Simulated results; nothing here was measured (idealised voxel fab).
The following process module bears the name voxel capacitor over wiring.
In the cross-section labelled cut, the width is 215 nm and each square cell is 5 nm.
Cross-sections here: square-cell grids, written as top-down lists of bands, a band being one or more rows of cells.
In this notation a band is specified by the heights of its top and bottom, in that order and in nm, after which its materials appear from left to right, each paired with its width in nm. The word "edge to edge" attached to a single material means that material fills the band from edge to edge; the word "air" stands for empty space.
Note: height 0 marks the level under which the wafer is uniformly one material as received. Lowest band unbounded below, written "z 0 and below".
Width "30 to 40": first value at the band's top row of cells, second value at its bottom row, equal change from row to row.
A step reported as "nothing was modified" is a step in which no cell of the cross-section changed.
Empty spaces without an open route to the top, at least 8 cells in extent, make up the entry "Voids, fully enclosed"; each is given as width x height at distance, where the distance is measured from the left edge, and all are in nm.
On each step's line, the part that comes after the settings is the simulator's own comment on the step.
overlay nm: on a step with a mask, how far right of its planned place the mask lay; negative means left.
Everything after this point is organized in pairs: a cross-section before one process step, a cross-section after it that shows only as deep as the lowest changed band, and, under the pair, the intervening step with its settings. Because different runs of this module on the same starting wafer can supply different pairs, a pair continues from the pair above it only if its entry headed "Status quo ante" says so.
Status quo ante
- z 100 to 80  55 air | 75 resist | 85 air
- z 80 to 75  55 air | 5 resist | 65 TiN | 5 resist | 85 air
- z 75 to 70  55 air | 5 resist | 65 Al2O3 | 5 resist | 85 air
- z 70 to 60  55 air | 75 TiN | 85 air
- z 60 to 50  60 SiO2 | 20 Ru | 135 SiO2
- z 50 to 45  60 SiCN | 20 Ru | 135 SiCN
- z 45 to 20  55 SiO2 | 20 Ru | 60 SiO2 | 20 Ru | 60 SiO2
- z 20 to 15  55 SiO2 | 20 TiN | 60 SiO2 | 20 TiN | 60 SiO2
- z 15 to 0  SiO2 edge to edge
- z 0 and below  Si edge to edge
- Voids, fully enclosed: none
Sectional Result
- z 80 to 75  60 air | 65 TiN | 90 air
- z 75 to 70  60 air | 65 Al2O3 | 90 air
- Below a height of 70, the structure has not been altered.
- Voids, fully enclosed: none
For reference, the processing step occurring between the two cross-sections presented above is as follows: op STRIP | etch materials resist
Status quo ante: the pre-step structure is the one depicted after the step in the pair just above.
Sectional Result
- z 95 to 80  SiO2 edge to edge
- z 80 to 75  60 SiO2 | 65 TiN | 90 SiO2
- z 75 to 70  60 SiO2 | 65 Al2O3 | 90 SiO2
- z 70 to 60  55 SiO2 | 75 TiN | 85 SiO2
- Below a height of 60, the structure has not been altered.
- Voids, fully enclosed: none
For reference, the processing step occurring between the two cross-sections presented above is as follows: op FILL_DEP | material SiO2 | thk nm 15
Status quo ante: the pre-step structure is the one depicted after the step in the pair just above.
Sectional Result
- z 90 to 80  SiO2 edge to edge
- Below a height of 80, the structure has not been altered.
- Voids, fully enclosed: none
For reference, the processing step occurring between the two cross-sections presented above is as follows: op CMP | height nm 90
Status quo ante: the pre-step structure is the one depicted after the step in the pair just above.
Sectional Result
- z 105 to 90  70 resist | 15 air | 130 resist
- Below a height of 90, the structure has not been altered.
- Voids, fully enclosed: none
For reference, the processing step occurring between the two cross-sections presented above is as follows: op PATTERN | tone open | mask id PLUG_2 | material resist | width nm 15 | thk nm 15 | overlay nm 0
Status quo ante: the pre-step structure is the one depicted after the step in the pair just above.
Sectional Result
- z 105 to 90  70 resist | 15 air | 130 resist
- z 90 to 80  70 SiO2 | 15 air | 130 SiO2
- Below a height of 80, the structure has not been altered.
- Voids, fully enclosed: none
For reference, the processing step occurring between the two cross-sections presented above is as follows: op DIRECTIONAL_ETCH | etch materials SiO2 | depth nm 10
Status quo ante: the pre-step structure is the one depicted after the step in the pair just above.
Sectional Result
- z 90 to 80  70 SiO2 | 15 air | 130 SiO2
- Below a height of 80, the structure has not been altered.
- Voids, fully enclosed: none
For reference, the processing step occurring between the two cross-sections presented above is as follows: op STRIP | etch materials resist
Status quo ante: the pre-step structure is the one depicted after the step in the pair just above.
Sectional Result
- z 95 to 90  75 TiN | 5 air | 135 TiN
- z 90 to 85  70 SiO2 | 5 TiN | 5 air | 5 TiN | 130 SiO2
- z 85 to 75  70 to 60 SiO2 | 15 to 65 TiN | 130 to 90 SiO2
- Below a height of 75, the structure has not been altered.
- Voids, fully enclosed: none
For reference, the processing step occurring between the two cross-sections presented above is as follows: op CONFORMAL_DEP | material TiN | thk nm 5
Status quo ante: the pre-step structure is the one depicted after the step in the pair just above.
Sectional Result
- z 105 to 95  W edge to edge
- z 95 to 90  75 TiN | 5 W | 135 TiN
- z 90 to 85  70 SiO2 | 5 TiN | 5 W | 5 TiN | 130 SiO2
- Below a height of 85, the structure has not been altered.
- Voids, fully enclosed: none
For reference, the processing step occurring between the two cross-sections presented above is as follows: op FILL_DEP | material W | thk nm 10
Status quo ante: the pre-step structure is the one depicted after the step in the pair just above.
Sectional Result
- z 90 to 85  70 SiO2 | 5 TiN | 5 W | 5 TiN | 130 SiO2
- Below a height of 85, the structure has not been altered.
- Voids, fully enclosed: none
For reference, the processing step occurring between the two cross-sections presented above is as follows: op CMP | height nm 90
Status quo ante: the pre-step structure is the one depicted after the step in the pair just above.
Sectional Result
- z 95 to 90  SiCN edge to edge
- Below a height of 90, the structure has not been altered.
- Voids, fully enclosed: none
For reference, the processing step occurring between the two cross-sections presented above is as follows: op CONFORMAL_DEP | material SiCN | thk nm 5
Status quo ante
- z 80 to 75  60 air | 65 TiN | 90 air
- z 75 to 70  60 air | 65 Al2O3 | 90 air
- z 70 to 60  TiN edge to edge
- z 60 to 50  60 SiO2 | 15 Ru | 140 SiO2
- z 50 to 45  60 SiCN | 15 Ru | 140 SiCN
- z 45 to 20  55 SiO2 | 20 Ru | 60 SiO2 | 20 Ru | 60 SiO2
- z 20 to 15  55 SiO2 | 20 TiN | 60 SiO2 | 20 TiN | 60 SiO2
- z 15 to 0  SiO2 edge to edge
- z 0 and below  Si edge to edge
- Voids, fully enclosed: none
Sectional Result
- z 100 to 80  60 air | 75 resist | 80 air
- z 80 to 75  60 air | 65 TiN | 10 resist | 80 air
- z 75 to 70  60 air | 65 Al2O3 | 10 resist | 80 air
- Below a height of 70, the structure has not been altered.
- Voids, fully enclosed: none
For reference, the processing step occurring between the two cross-sections presented above is as follows: op PATTERN | tone cover | mask id LOWER_PLATE | material resist | width nm 75 | thk nm 20 | overlay nm 5
Status quo ante: the pre-step structure is the one depicted after the step in the pair just above.
Sectional Result
- z 100 to 80  60 air | 75 resist | 80 air
- z 80 to 75  60 air | 65 TiN | 10 resist | 80 air
- z 75 to 70  60 air | 65 Al2O3 | 10 resist | 80 air
- z 70 to 60  60 air | 75 TiN | 80 air
- Below a height of 60, the structure has not been altered.
- Voids, fully enclosed: none
For reference, the processing step occurring between the two cross-sections presented above is as follows: op DIRECTIONAL_ETCH | etch materials TiN | depth nm 10
Status quo ante: the pre-step structure is the one depicted after the step in the pair just above.
Sectional Result
- z 80 to 75  60 air | 65 TiN | 90 air
- z 75 to 70  60 air | 65 Al2O3 | 90 air
- Below a height of 70, the structure has not been altered.
- Voids, fully enclosed: none
For reference, the processing step occurring between the two cross-sections presented above is as follows: op STRIP | etch materials resist
Status quo ante: the pre-step structure is the one depicted after the step in the pair just above.
Sectional Result
- z 95 to 80  SiO2 edge to edge
- z 80 to 75  60 SiO2 | 65 TiN | 90 SiO2
- z 75 to 70  60 SiO2 | 65 Al2O3 | 90 SiO2
- z 70 to 60  60 SiO2 | 75 TiN | 80 SiO2
- Below a height of 60, the structure has not been altered.
- Voids, fully enclosed: none
For reference, the processing step occurring between the two cross-sections presented above is as follows: op FILL_DEP | material SiO2 | thk nm 15
Status quo ante: the pre-step structure is the one depicted after the step in the pair just above.
Sectional Result
- z 90 to 80  SiO2 edge to edge
- Below a height of 80, the structure has not been altered.
- Voids, fully enclosed: none
For reference, the processing step occurring between the two cross-sections presented above is as follows: op CMP | height nm 90
Status quo ante: the pre-step structure is the one depicted after the step in the pair just above.
Sectional Result
- z 105 to 90  70 resist | 15 air | 130 resist
- Below a height of 90, the structure has not been altered.
- Voids, fully enclosed: none
For reference, the processing step occurring between the two cross-sections presented above is as follows: op PATTERN | tone open | mask id PLUG_2 | material resist | width nm 15 | thk nm 15 | overlay nm 0
Status quo ante: the pre-step structure is the one depicted after the step in the pair just above.
Sectional Result
- z 105 to 90  70 resist | 15 air | 130 resist
- z 90 to 80  70 SiO2 | 15 air | 130 SiO2
- Below a height of 80, the structure has not been altered.
- Voids, fully enclosed: none
For reference, the processing step occurring between the two cross-sections presented above is as follows: op DIRECTIONAL_ETCH | etch materials SiO2 | depth nm 10
Status quo ante: the pre-step structure is the one depicted after the step in the pair just above.
Sectional Result
- z 90 to 80  70 SiO2 | 15 air | 130 SiO2
- Below a height of 80, the structure has not been altered.
- Voids, fully enclosed: none
For reference, the processing step occurring between the two cross-sections presented above is as follows: op STRIP | etch materials resist
Status quo ante: the pre-step structure is the one depicted after the step in the pair just above.
Sectional Result
- z 95 to 90  75 TiN | 5 air | 135 TiN
- z 90 to 85  70 SiO2 | 5 TiN | 5 air | 5 TiN | 130 SiO2
- z 85 to 75  70 to 60 SiO2 | 15 to 65 TiN | 130 to 90 SiO2
- Below a height of 75, the structure has not been altered.
- Voids, fully enclosed: none
For reference, the processing step occurring between the two cross-sections presented above is as follows: op CONFORMAL_DEP | material TiN | thk nm 5
Status quo ante: the pre-step structure is the one depicted after the step in the pair just above.
Sectional Result
- z 105 to 95  W edge to edge
- z 95 to 90  75 TiN | 5 W | 135 TiN
- z 90 to 85  70 SiO2 | 5 TiN | 5 W | 5 TiN | 130 SiO2
- Below a height of 85, the structure has not been altered.
- Voids, fully enclosed: none
For reference, the processing step occurring between the two cross-sections presented above is as follows: op FILL_DEP | material W | thk nm 10
Status quo ante: the pre-step structure is the one depicted after the step in the pair just above.
Sectional Result
- z 90 to 85  70 SiO2 | 5 TiN | 5 W | 5 TiN | 130 SiO2
- Below a height of 85, the structure has not been altered.
- Voids, fully enclosed: none
For reference, the processing step occurring between the two cross-sections presented above is as follows: op CMP | height nm 90
Status quo ante: the pre-step structure is the one depicted after the step in the pair just above.
Sectional Result
- z 95 to 90  SiCN edge to edge
- Below a height of 90, the structure has not been altered.
- Voids, fully enclosed: none
For reference, the processing step occurring between the two cross-sections presented above is as follows: op CONFORMAL_DEP | material SiCN | thk nm 5
Status quo ante
- z 75 to 70  Al2O3 edge to edge
- z 70 to 60  TiN edge to edge
- z 60 to 50  60 SiO2 | 15 Ru | 140 SiO2
- z 50 to 45  60 SiCN | 15 Ru | 140 SiCN
- z 45 to 20  55 SiO2 | 20 Ru | 60 SiO2 | 20 Ru | 60 SiO2
- z 20 to 15  55 SiO2 | 20 TiN | 60 SiO2 | 20 TiN | 60 SiO2
- z 15 to 0  SiO2 edge to edge
- z 0 and below  Si edge to edge
- Voids, fully enclosed: none
Sectional Result
- z 80 to 75  W edge to edge
- Below a height of 75, the structure has not been altered.
- Voids, fully enclosed: none
For reference, the processing step occurring between the two cross-sections presented above is as follows: op DIRECTIONAL_DEP | material W | thk nm 5
Status quo ante: the pre-step structure is the one depicted after the step in the pair just above.
Sectional Result
- z 95 to 80  aC edge to edge
- Below a height of 80, the structure has not been altered.
- Voids, fully enclosed: none
For reference, the processing step occurring between the two cross-sections presented above is as follows: op DIRECTIONAL_DEP | material aC | thk nm 15
Status quo ante: the pre-step structure is the one depicted after the step in the pair just above.
Sectional Result
- z 125 to 95  60 air | 65 resist | 90 air
- Below a height of 95, the structure has not been altered.
- Voids, fully enclosed: none
For reference, the processing step occurring between the two cross-sections presented above is as follows: op PATTERN | tone cover | mask id UPPER_PLATE | material resist | width nm 65 | thk nm 30 | overlay nm 0
Status quo ante: the pre-step structure is the one depicted after the step in the pair just above.
Sectional Result
- z 110 to 95  60 air | 65 resist | 90 air
- z 95 to 80  60 air | 65 aC | 90 air
- Below a height of 80, the structure has not been altered.
- Voids, fully enclosed: none
For reference, the processing step occurring between the two cross-sections presented above is as follows: op DIRECTIONAL_ETCH | etch materials aC | depth nm 15
Status quo ante: the pre-step structure is the one depicted after the step in the pair just above.
Sectional Result
- z 95 to 80  60 air | 65 aC | 90 air
- Below a height of 80, the structure has not been altered.
- Voids, fully enclosed: none
For reference, the processing step occurring between the two cross-sections presented above is as follows: op STRIP | etch materials resist
Status quo ante: the pre-step structure is the one depicted after the step in the pair just above.
Sectional Result
- z 80 to 75  W edge to edge
- Below a height of 75, the structure has not been altered.
- Voids, fully enclosed: none
For reference, the processing step occurring between the two cross-sections presented above is as follows: op STRIP | etch materials aC
Status quo ante: the pre-step structure is the one depicted after the step in the pair just above.
Sectional Result
- z 100 to 80  55 air | 75 resist | 85 air
- Below a height of 80, the structure has not been altered.
- Voids, fully enclosed: none
For reference, the processing step occurring between the two cross-sections presented above is as follows: op PATTERN | tone cover | mask id LOWER_PLATE | material resist | width nm 75 | thk nm 20 | overlay nm 0
Status quo ante: the pre-step structure is the one depicted after the step in the pair just above.
Sectional Result
- z 80 to 75  W edge to edge
- Below a height of 75, the structure has not been altered.
- Voids, fully enclosed: none
For reference, the processing step occurring between the two cross-sections presented above is as follows: op STRIP | etch materials resist
Status quo ante: the pre-step structure is the one depicted after the step in the pair just above.
Sectional Result
- z 95 to 80  SiO2 edge to edge
- Below a height of 80, the structure has not been altered.
- Voids, fully enclosed: none
For reference, the processing step occurring between the two cross-sections presented above is as follows: op FILL_DEP | material SiO2 | thk nm 15
Status quo ante: the pre-step structure is the one depicted after the step in the pair just above.
Sectional Result
- z 90 to 80  SiO2 edge to edge
- Below a height of 80, the structure has not been altered.
- Voids, fully enclosed: none
For reference, the processing step occurring between the two cross-sections presented above is as follows: op CMP | height nm 90
Status quo ante: the pre-step structure is the one depicted after the step in the pair just above.
Sectional Result
- z 105 to 90  70 resist | 15 air | 130 resist
- Below a height of 90, the structure has not been altered.
- Voids, fully enclosed: none
For reference, the processing step occurring between the two cross-sections presented above is as follows: op PATTERN | tone open | mask id PLUG_2 | material resist | width nm 15 | thk nm 15 | overlay nm 0
Status quo ante: the pre-step structure is the one depicted after the step in the pair just above.
Sectional Result
- z 105 to 90  70 resist | 15 air | 130 resist
- z 90 to 80  70 SiO2 | 15 air | 130 SiO2
- Below a height of 80, the structure has not been altered.
- Voids, fully enclosed: none
For reference, the processing step occurring between the two cross-sections presented above is as follows: op DIRECTIONAL_ETCH | etch materials SiO2 | depth nm 10
Status quo ante: the pre-step structure is the one depicted after the step in the pair just above.
Sectional Result
- z 90 to 80  70 SiO2 | 15 air | 130 SiO2
- Below a height of 80, the structure has not been altered.
- Voids, fully enclosed: none
For reference, the processing step occurring between the two cross-sections presented above is as follows: op STRIP | etch materials resist
Status quo ante: the pre-step structure is the one depicted after the step in the pair just above.
Sectional Result
- z 95 to 90  75 TiN | 5 air | 135 TiN
- z 90 to 85  70 SiO2 | 5 TiN | 5 air | 5 TiN | 130 SiO2
- z 85 to 80  70 SiO2 | 15 TiN | 130 SiO2
- Below a height of 80, the structure has not been altered.
- Voids, fully enclosed: none
For reference, the processing step occurring between the two cross-sections presented above is as follows: op CONFORMAL_DEP | material TiN | thk nm 5
Status quo ante: the pre-step structure is the one depicted after the step in the pair just above.
Sectional Result
- z 105 to 95  W edge to edge
- z 95 to 90  75 TiN | 5 W | 135 TiN
- z 90 to 85  70 SiO2 | 5 TiN | 5 W | 5 TiN | 130 SiO2
- Below a height of 85, the structure has not been altered.
- Voids, fully enclosed: none
For reference, the processing step occurring between the two cross-sections presented above is as follows: op FILL_DEP | material W | thk nm 10
Status quo ante: the pre-step structure is the one depicted after the step in the pair just above.
Sectional Result
- z 90 to 85  70 SiO2 | 5 TiN | 5 W | 5 TiN | 130 SiO2
- Below a height of 85, the structure has not been altered.
- Voids, fully enclosed: none
For reference, the processing step occurring between the two cross-sections presented above is as follows: op CMP | height nm 90
Status quo ante: the pre-step structure is the one depicted after the step in the pair just above.
Sectional Result
- z 95 to 90  SiCN edge to edge
- Below a height of 90, the structure has not been altered.
- Voids, fully enclosed: none
For reference, the processing step occurring between the two cross-sections presented above is as follows: op CONFORMAL_DEP | material SiCN | thk nm 5
Status quo ante
- z 45 to 20  Ru edge to edge
- z 20 to 15  TiN edge to edge
- z 15 to 0  SiO2 edge to edge
- z 0 and below  Si edge to edge
- Voids, fully enclosed: none
Sectional Result
- z 60 to 45  55 resist | 20 air | 60 resist | 20 air | 60 resist
- Below a height of 45, the structure has not been altered.
- Voids, fully enclosed: none
For reference, the processing step occurring between the two cross-sections presented above is as follows: op PATTERN | tone open | mask id METAL_1 | material resist | width nm 20 | pitch nm 80 | thk nm 15 | overlay nm 0
Status quo ante: the pre-step structure is the one depicted after the step in the pair just above.
Sectional Result
- z 60 to 45  55 resist | 20 air | 60 resist | 20 air | 60 resist
- z 45 to 20  55 Ru | 20 air | 60 Ru | 20 air | 60 Ru
- Below a height of 20, the structure has not been altered.
- Voids, fully enclosed: none
For reference, the processing step occurring between the two cross-sections presented above is as follows: op DIRECTIONAL_ETCH | etch materials Ru | depth nm 25
Status quo ante: the pre-step structure is the one depicted after the step in the pair just above.
Sectional Result
- z 60 to 45  55 resist | 20 air | 60 resist | 20 air | 60 resist
- z 45 to 20  55 Ru | 20 air | 60 Ru | 20 air | 60 Ru
- z 20 to 15  55 TiN | 20 air | 60 TiN | 20 air | 60 TiN
- Below a height of 15, the structure has not been altered.
- Voids, fully enclosed: none
For reference, the processing step occurring between the two cross-sections presented above is as follows: op DIRECTIONAL_ETCH | etch materials TiN | depth nm 5
Status quo ante: the pre-step structure is the one depicted after the step in the pair just above.
Sectional Result
- z 45 to 20  55 Ru | 20 air | 60 Ru | 20 air | 60 Ru
- Below a height of 20, the structure has not been altered.
- Voids, fully enclosed: none
For reference, the processing step occurring between the two cross-sections presented above is as follows: op STRIP | etch materials resist
Status quo ante: the pre-step structure is the one depicted after the step in the pair just above.
Sectional Result
- z 50 to 45  SiO2 edge to edge
- z 45 to 20  55 Ru | 20 SiO2 | 60 Ru | 20 SiO2 | 60 Ru
- z 20 to 15  55 TiN | 20 SiO2 | 60 TiN | 20 SiO2 | 60 TiN
- Below a height of 15, the structure has not been altered.
- Voids, fully enclosed: none
For reference, the processing step occurring between the two cross-sections presented above is as follows: op FILL_DEP | material SiO2 | thk nm 5
Status quo ante: the pre-step structure is the one depicted after the step in the pair just above.
Sectional Result
- z 45 to 20  55 Ru | 20 SiO2 | 60 Ru | 20 SiO2 | 60 Ru
- Below a height of 20, the structure has not been altered.
- Voids, fully enclosed: none
For reference, the processing step occurring between the two cross-sections presented above is as follows: op CMP | height nm 45
Status quo ante: the pre-step structure is the one depicted after the step in the pair just above.
Sectional Result
- z 50 to 45  SiCN edge to edge
- Below a height of 45, the structure has not been altered.
- Voids, fully enclosed: none
For reference, the processing step occurring between the two cross-sections presented above is as follows: op CONFORMAL_DEP | material SiCN | thk nm 5
Status quo ante: the pre-step structure is the one depicted after the step in the pair just above.
Sectional Result
- z 60 to 50  SiO2 edge to edge
- Below a height of 50, the structure has not been altered.
- Voids, fully enclosed: none
For reference, the processing step occurring between the two cross-sections presented above is as follows: op DIRECTIONAL_DEP | material SiO2 | thk nm 10
Status quo ante: the pre-step structure is the one depicted after the step in the pair just above.
Sectional Result
- z 75 to 60  60 resist | 15 air | 140 resist
- Below a height of 60, the structure has not been altered.
- Voids, fully enclosed: none
For reference, the processing step occurring between the two cross-sections presented above is as follows: op PATTERN | tone open | mask id PLUG_1 | material resist | width nm 15 | thk nm 15 | overlay nm 0
Status quo ante: the pre-step structure is the one depicted after the step in the pair just above.
Sectional Result
- z 75 to 60  60 resist | 15 air | 140 resist
- z 60 to 50  60 SiO2 | 15 air | 140 SiO2
- Below a height of 50, the structure has not been altered.
- Voids, fully enclosed: none
For reference, the processing step occurring between the two cross-sections presented above is as follows: op DIRECTIONAL_ETCH | etch materials SiO2 | depth nm 10
Status quo ante: the pre-step structure is the one depicted after the step in the pair just above.
Sectional Result
- z 75 to 60  60 resist | 15 air | 140 resist
- z 60 to 50  60 SiO2 | 15 air | 140 SiO2
- z 50 to 45  60 SiCN | 15 air | 140 SiCN
- Below a height of 45, the structure has not been altered.
- Voids, fully enclosed: none
For reference, the processing step occurring between the two cross-sections presented above is as follows: op DIRECTIONAL_ETCH | etch materials SiCN | depth nm 5
Status quo ante: the pre-step structure is the one depicted after the step in the pair just above.
Sectional Result
- z 60 to 50  60 SiO2 | 15 air | 140 SiO2
- Below a height of 50, the structure has not been altered.
- Voids, fully enclosed: none
For reference, the processing step occurring between the two cross-sections presented above is as follows: op STRIP | etch materials resist
Status quo ante: the pre-step structure is the one depicted after the step in the pair just above.
Sectional Result
- z 70 to 60  60 TiN | 15 air | 140 TiN
- z 60 to 55  60 SiO2 | 15 air | 140 SiO2
- z 55 to 50  60 SiO2 | 15 TiN | 140 SiO2
- z 50 to 45  60 SiCN | 15 TiN | 140 SiCN
- Below a height of 45, the structure has not been altered.
- Voids, fully enclosed: none
For reference, the processing step occurring between the two cross-sections presented above is as follows: op DIRECTIONAL_DEP | material TiN | thk nm 10
Status quo ante: the pre-step structure is the one depicted after the step in the pair just above.
Sectional Result
- z 75 to 70  60 Al2O3 | 15 air | 140 Al2O3
- z 70 to 60  60 TiN | 15 air | 140 TiN
- z 60 to 55  60 SiO2 | 15 Al2O3 | 140 SiO2
- Below a height of 55, the structure has not been altered.
- Voids, fully enclosed: none
For reference, the processing step occurring between the two cross-sections presented above is as follows: op DIRECTIONAL_DEP | material Al2O3 | thk nm 5
Status quo ante: the pre-step structure is the one depicted after the step in the pair just above.
Sectional Result
- z 80 to 75  60 TiN | 15 air | 140 TiN
- z 75 to 70  60 Al2O3 | 15 air | 140 Al2O3
- z 70 to 65  60 TiN | 15 air | 140 TiN
- z 65 to 60  TiN edge to edge
- Below a height of 60, the structure has not been altered.
- Voids, fully enclosed: none
For reference, the processing step occurring between the two cross-sections presented above is as follows: op DIRECTIONAL_DEP | material TiN | thk nm 5
Status quo ante: the pre-step structure is the one depicted after the step in the pair just above.
Sectional Result
- z 95 to 80  60 aC | 15 air | 140 aC
- z 80 to 75  60 TiN | 15 aC | 140 TiN
- z 75 to 70  60 Al2O3 | 15 aC | 140 Al2O3
- z 70 to 65  60 TiN | 15 aC | 140 TiN
- Below a height of 65, the structure has not been altered.
- Voids, fully enclosed: none
For reference, the processing step occurring between the two cross-sections presented above is as follows: op DIRECTIONAL_DEP | material aC | thk nm 15
Status quo ante: the pre-step structure is the one depicted after the step in the pair just above.
Sectional Result
- z 125 to 95  60 air | 65 resist | 90 air
- z 95 to 80  60 aC | 15 resist | 140 aC
- Below a height of 80, the structure has not been altered.
- Voids, fully enclosed: none
For reference, the processing step occurring between the two cross-sections presented above is as follows: op PATTERN | tone cover | mask id UPPER_PLATE | material resist | width nm 65 | thk nm 30 | overlay nm 0
Status quo ante: the pre-step structure is the one depicted after the step in the pair just above.
Sectional Result
- z 110 to 95  60 air | 65 resist | 90 air
- z 95 to 80  60 air | 15 resist | 50 aC | 90 air
- Below a height of 80, the structure has not been altered.
- Voids, fully enclosed: none
For reference, the processing step occurring between the two cross-sections presented above is as follows: op DIRECTIONAL_ETCH | etch materials aC | depth nm 15
Status quo ante: the pre-step structure is the one depicted after the step in the pair just above.
Sectional Result
- z 95 to 80  75 air | 50 aC | 90 air
- Below a height of 80, the structure has not been altered.
- Voids, fully enclosed: none
For reference, the processing step occurring between the two cross-sections presented above is as follows: op STRIP | etch materials resist
Status quo ante: the pre-step structure is the one depicted after the step in the pair just above.
Sectional Result
- z 95 to 80  75 air | 50 aC | 90 air
- z 80 to 75  60 air | 15 aC | 50 TiN | 90 air
- Below a height of 75, the structure has not been altered.
- Voids, fully enclosed: none
For reference, the processing step occurring between the two cross-sections presented above is as follows: op DIRECTIONAL_ETCH | etch materials TiN | depth nm 5
Status quo ante: the pre-step structure is the one depicted after the step in the pair just above.
Sectional Result
- z 95 to 80  75 air | 50 aC | 90 air
- z 80 to 75  60 air | 15 aC | 50 TiN | 90 air
- z 75 to 70  60 air | 15 aC | 50 Al2O3 | 90 air
- Below a height of 70, the structure has not been altered.
- Voids, fully enclosed: none
For reference, the processing step occurring between the two cross-sections presented above is as follows: op DIRECTIONAL_ETCH | etch materials Al2O3 | depth nm 5
Status quo ante: the pre-step structure is the one depicted after the step in the pair just above.
Sectional Result
- z 80 to 75  75 air | 50 TiN | 90 air
- z 75 to 70  75 air | 50 Al2O3 | 90 air
- z 70 to 65  60 TiN | 15 air | 140 TiN
- Below a height of 65, the structure has not been altered.
- Voids, fully enclosed: none
For reference, the processing step occurring between the two cross-sections presented above is as follows: op STRIP | etch materials aC
Status quo ante: the pre-step structure is the one depicted after the step in the pair just above.
Sectional Result
- z 100 to 80  55 air | 75 resist | 85 air
- z 80 to 75  55 air | 20 resist | 50 TiN | 5 resist | 85 air
- z 75 to 70  55 air | 20 resist | 50 Al2O3 | 5 resist | 85 air
- z 70 to 65  60 TiN | 15 resist | 140 TiN
- Below a height of 65, the structure has not been altered.
- Voids, fully enclosed: none
For reference, the processing step occurring between the two cross-sections presented above is as follows: op PATTERN | tone cover | mask id LOWER_PLATE | material resist | width nm 75 | thk nm 20 | overlay nm 0
Status quo ante: the pre-step structure is the one depicted after the step in the pair just above.
Sectional Result
- z 100 to 80  55 air | 75 resist | 85 air
- z 80 to 75  55 air | 20 resist | 50 TiN | 5 resist | 85 air
- z 75 to 70  55 air | 20 resist | 50 Al2O3 | 5 resist | 85 air
- z 70 to 65  55 air | 5 TiN | 15 resist | 55 TiN | 85 air
- z 65 to 60  55 air | 75 TiN | 85 air
- Below a height of 60, the structure has not been altered.
- Voids, fully enclosed: none
For reference, the processing step occurring between the two cross-sections presented above is as follows: op DIRECTIONAL_ETCH | etch materials TiN | depth nm 10
Status quo ante: the pre-step structure is the one depicted after the step in the pair just above.
Sectional Result
- z 80 to 75  75 air | 50 TiN | 90 air
- z 75 to 70  75 air | 50 Al2O3 | 90 air
- z 70 to 65  55 air | 5 TiN | 15 air | 55 TiN | 85 air
- Below a height of 65, the structure has not been altered.
- Voids, fully enclosed: none
For reference, the processing step occurring between the two cross-sections presented above is as follows: op STRIP | etch materials resist
Status quo ante: the pre-step structure is the one depicted after the step in the pair just above.
Sectional Result
- z 95 to 80  SiO2 edge to edge
- z 80 to 75  75 SiO2 | 50 TiN | 90 SiO2
- z 75 to 70  75 SiO2 | 50 Al2O3 | 90 SiO2
- z 70 to 65  55 SiO2 | 5 TiN | 15 SiO2 | 55 TiN | 85 SiO2
- z 65 to 60  55 SiO2 | 75 TiN | 85 SiO2
- Below a height of 60, the structure has not been altered.
- Voids, fully enclosed: none
For reference, the processing step occurring between the two cross-sections presented above is as follows: op FILL_DEP | material SiO2 | thk nm 15
Status quo ante: the pre-step structure is the one depicted after the step in the pair just above.
Sectional Result
- z 90 to 80  SiO2 edge to edge
- Below a height of 80, the structure has not been altered.
- Voids, fully enclosed: none
For reference, the processing step occurring between the two cross-sections presented above is as follows: op CMP | height nm 90
Status quo ante: the pre-step structure is the one depicted after the step in the pair just above.
Sectional Result
- z 105 to 90  70 resist | 15 air | 130 resist
- Below a height of 90, the structure has not been altered.
- Voids, fully enclosed: none
For reference, the processing step occurring between the two cross-sections presented above is as follows: op PATTERN | tone open | mask id PLUG_2 | material resist | width nm 15 | thk nm 15 | overlay nm 0
Status quo ante: the pre-step structure is the one depicted after the step in the pair just above.
Sectional Result
- z 105 to 90  70 resist | 15 air | 130 resist
- z 90 to 80  70 SiO2 | 15 air | 130 SiO2
- Below a height of 80, the structure has not been altered.
- Voids, fully enclosed: none
For reference, the processing step occurring between the two cross-sections presented above is as follows: op DIRECTIONAL_ETCH | etch materials SiO2 | depth nm 10
Status quo ante: the pre-step structure is the one depicted after the step in the pair just above.
Sectional Result
- z 90 to 80  70 SiO2 | 15 air | 130 SiO2
- Below a height of 80, the structure has not been altered.
- Voids, fully enclosed: none
For reference, the processing step occurring between the two cross-sections presented above is as follows: op STRIP | etch materials resist
Status quo ante: the pre-step structure is the one depicted after the step in the pair just above.
Sectional Result
- z 95 to 90  75 TiN | 5 air | 135 TiN
- z 90 to 85  70 SiO2 | 5 TiN | 5 air | 5 TiN | 130 SiO2
- z 85 to 75  70 to 75 SiO2 | 15 to 50 TiN | 130 to 90 SiO2
- Below a height of 75, the structure has not been altered.
- Voids, fully enclosed: none
For reference, the processing step occurring between the two cross-sections presented above is as follows: op CONFORMAL_DEP | material TiN | thk nm 5
Status quo ante: the pre-step structure is the one depicted after the step in the pair just above.
Sectional Result
- z 105 to 95  W edge to edge
- z 95 to 90  75 TiN | 5 W | 135 TiN
- z 90 to 85  70 SiO2 | 5 TiN | 5 W | 5 TiN | 130 SiO2
- Below a height of 85, the structure has not been altered.
- Voids, fully enclosed: none
For reference, the processing step occurring between the two cross-sections presented above is as follows: op FILL_DEP | material W | thk nm 10
Status quo ante: the pre-step structure is the one depicted after the step in the pair just above.
Sectional Result
- z 90 to 85  70 SiO2 | 5 TiN | 5 W | 5 TiN | 130 SiO2
- Below a height of 85, the structure has not been altered.
- Voids, fully enclosed: none
For reference, the processing step occurring between the two cross-sections presented above is as follows: op CMP | height nm 90
Status quo ante: the pre-step structure is the one depicted after the step in the pair just above.
Sectional Result
- z 95 to 90  SiCN edge to edge
- Below a height of 90, the structure has not been altered.
- Voids, fully enclosed: none
For reference, the processing step occurring between the two cross-sections presented above is as follows: op CONFORMAL_DEP | material SiCN | thk nm 5
